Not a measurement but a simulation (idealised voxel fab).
Name of the process module below: voxel ribs on slabs
Displayed cross-section: cut, width of 270 nm, square cells sized 5 nm.
Heads up, the way a cross-section reads in here is a grid of square cells, handed over as bands from the top down, with every band being one or more rows of cells. Top height, bottom height, nm. Materials left to right, width each, nm. Single material + "full width" = fills band edge to edge. "blank" = empty. Measure heights from 0. That's the level where, below it, the as-received wafer is all one material. The lowest band is bottomless and extends downward; write it as in "0 and below". Width "30->40": first value at the band's top row of cells, second value at its bottom row, equal change from row to row. "no modification", as given for a step, is the statement that not any cell of the cross-section underwent a change during that step. "Sealed cavities": empty spaces of 8 cells or more with no open way to the top, each given as width x height at distance, distance from the left edge, all in nm. The remark found on a step's line after its settings is issued by the simulator itself and pertains to that step. overlay nm: for a step with a mask, the amount by which the mask lay right of where it was planned; a negative amount means left of it.

SO HERE'S THE LINEUP OF PROCESS STEPS WE PLANNED
1: RECEIVE [material Si]
2: DIRECTIONAL_DEP [material SiO2] [thk nm 20]
3: DIRECTIONAL_DEP [material SiN] [thk nm 15]
4: MASKED_ETCH [tone cover] [mask id RIB] [width nm 15] [etch materials SiN] [depth nm 5] [overlay nm 0]
5: DIRECTIONAL_DEP [material aC] [thk nm 10]
6: PATTERN [tone cover] [mask id SLAB] [material resist] [width nm 65] [thk nm 30] [overlay nm 0]
7: DIRECTIONAL_ETCH [etch materials aC] [depth nm 10]
8: STRIP [etch materials resist]
9: DIRECTIONAL_ETCH [etch materials SiN] [depth nm 10]
10: STRIP [etch materials aC]
11: FILL_DEP [material SiO2] [thk nm 20]
12: CMP [height nm 50]
13: DIRECTIONAL_DEP [material W] [thk nm 5]
14: PATTERN [tone cover] [mask id HEATER] [material resist] [width nm 25] [thk nm 20] [overlay nm 0]
15: DIRECTIONAL_ETCH [etch materials W] [depth nm 5]
16: STRIP [etch materials resist]
17: CONFORMAL_DEP [material SiO2] [thk nm 10]

WHAT FOLLOWS COVERS THE FIRST OF TWO WAFERS; IT RAN AS PLANNED

CROSS-SECTION OF THE WAFER UPON ARRIVAL, REPRESENTING THE STATE REACHED AFTER STEP 1
    0 and below | Si full width
    Sealed cavities: none

AFTER STEP 2, IN CROSS-SECTION
    20 down to 0 | SiO2 full width
    Everything below 0 is unchanged.

AFTER STEP 3, IN CROSS-SECTION
    35 down to 20 | SiN full width
    Everything below 20 is unchanged.

AFTER STEP 4, IN CROSS-SECTION
    35 down to 30 | blank 125; SiN 15; blank 130
    Everything below 30 is unchanged.

AFTER STEP 5, IN CROSS-SECTION
    45 down to 40 | blank 125; aC 15; blank 130
    40 down to 35 | aC full width
    35 down to 30 | aC 125; SiN 15; aC 130
    Everything below 30 is unchanged.

AFTER STEP 6, IN CROSS-SECTION
    75 down to 45 | blank 100; resist 65; blank 105
    45 down to 40 | blank 100; resist 25; aC 15; resist 25; blank 105
    Everything below 40 is unchanged.

AFTER STEP 7, IN CROSS-SECTION
    65 down to 45 | blank 100; resist 65; blank 105
    45 down to 40 | blank 100; resist 25; aC 15; resist 25; blank 105
    40 down to 35 | blank 100; aC 65; blank 105
    35 down to 30 | blank 100; aC 25; SiN 15; aC 25; blank 105
    Everything below 30 is unchanged.

AFTER STEP 8, IN CROSS-SECTION
    45 down to 35 | blank 125->100; aC 15->65; blank 130->105
    Everything below 35 is unchanged.

AFTER STEP 9, IN CROSS-SECTION
    45 down to 35 | blank 125->100; aC 15->65; blank 130->105
    35 down to 30 | blank 100; aC 25; SiN 15; aC 25; blank 105
    30 down to 20 | blank 100; SiN 65; blank 105
    Everything below 20 is unchanged.

AFTER STEP 10, IN CROSS-SECTION
    35 down to 30 | blank 125; SiN 15; blank 130
    Everything below 30 is unchanged.

AFTER STEP 11, IN CROSS-SECTION
    55 down to 35 | SiO2 full width
    35 down to 30 | SiO2 125; SiN 15; SiO2 130
    30 down to 20 | SiO2 100; SiN 65; SiO2 105
    Everything below 20 is unchanged.

AFTER STEP 12, IN CROSS-SECTION
    50 down to 35 | SiO2 full width
    Everything below 35 is unchanged.

AFTER STEP 13, IN CROSS-SECTION
    55 down to 50 | W full width
    Everything below 50 is unchanged.

AFTER STEP 14, IN CROSS-SECTION
    75 down to 55 | blank 120; resist 25; blank 125
    Everything below 55 is unchanged.

AFTER STEP 15, IN CROSS-SECTION
    75 down to 55 | blank 120; resist 25; blank 125
    55 down to 50 | blank 120; W 25; blank 125
    Everything below 50 is unchanged.

AFTER STEP 16, IN CROSS-SECTION
    55 down to 50 | blank 120; W 25; blank 125
    Everything below 50 is unchanged.

AFTER STEP 17, IN CROSS-SECTION
    65 down to 60 | blank 110; SiO2 45; blank 115
    60 down to 55 | SiO2 full width
    55 down to 50 | SiO2 120; W 25; SiO2 125
    Everything below 50 is unchanged.

THE SECOND WAFER: COMMON ORIGIN AND PLAN, ONE MISTAKE IN EXECUTION, IDENTICAL TO THE FIRST THROUGH STEP 13

SECOND WAFER SHOWN IN CROSS-SECTION AT THE TIME STEP 14 WAS SLATED TO END
    75 down to 55 | blank 125; resist 20; blank 125
    Everything below 55 is unchanged.

SECOND WAFER SHOWN IN CROSS-SECTION AT THE TIME STEP 15 WAS SLATED TO END
    75 down to 55 | blank 125; resist 20; blank 125
    55 down to 50 | blank 125; W 20; blank 125
    Everything below 50 is unchanged.

SECOND WAFER SHOWN IN CROSS-SECTION AT THE TIME STEP 16 WAS SLATED TO END
    55 down to 50 | blank 125; W 20; blank 125
    Everything below 50 is unchanged.

SECOND WAFER SHOWN IN CROSS-SECTION AT THE TIME STEP 17 WAS SLATED TO END
    65 down to 60 | blank 115; SiO2 40; blank 115
    60 down to 55 | SiO2 full width
    55 down to 50 | SiO2 125; W 20; SiO2 125
    Everything below 50 is unchanged.
What broke from the plan during processing? note that step 14 departed from the planned setting and was carried out as PATTERN [tone cover] [mask id HEATER] [material resist] [width nm 20] [thk nm 20] [overlay nm 0]
at the end the second wafer has, in cells: W -1
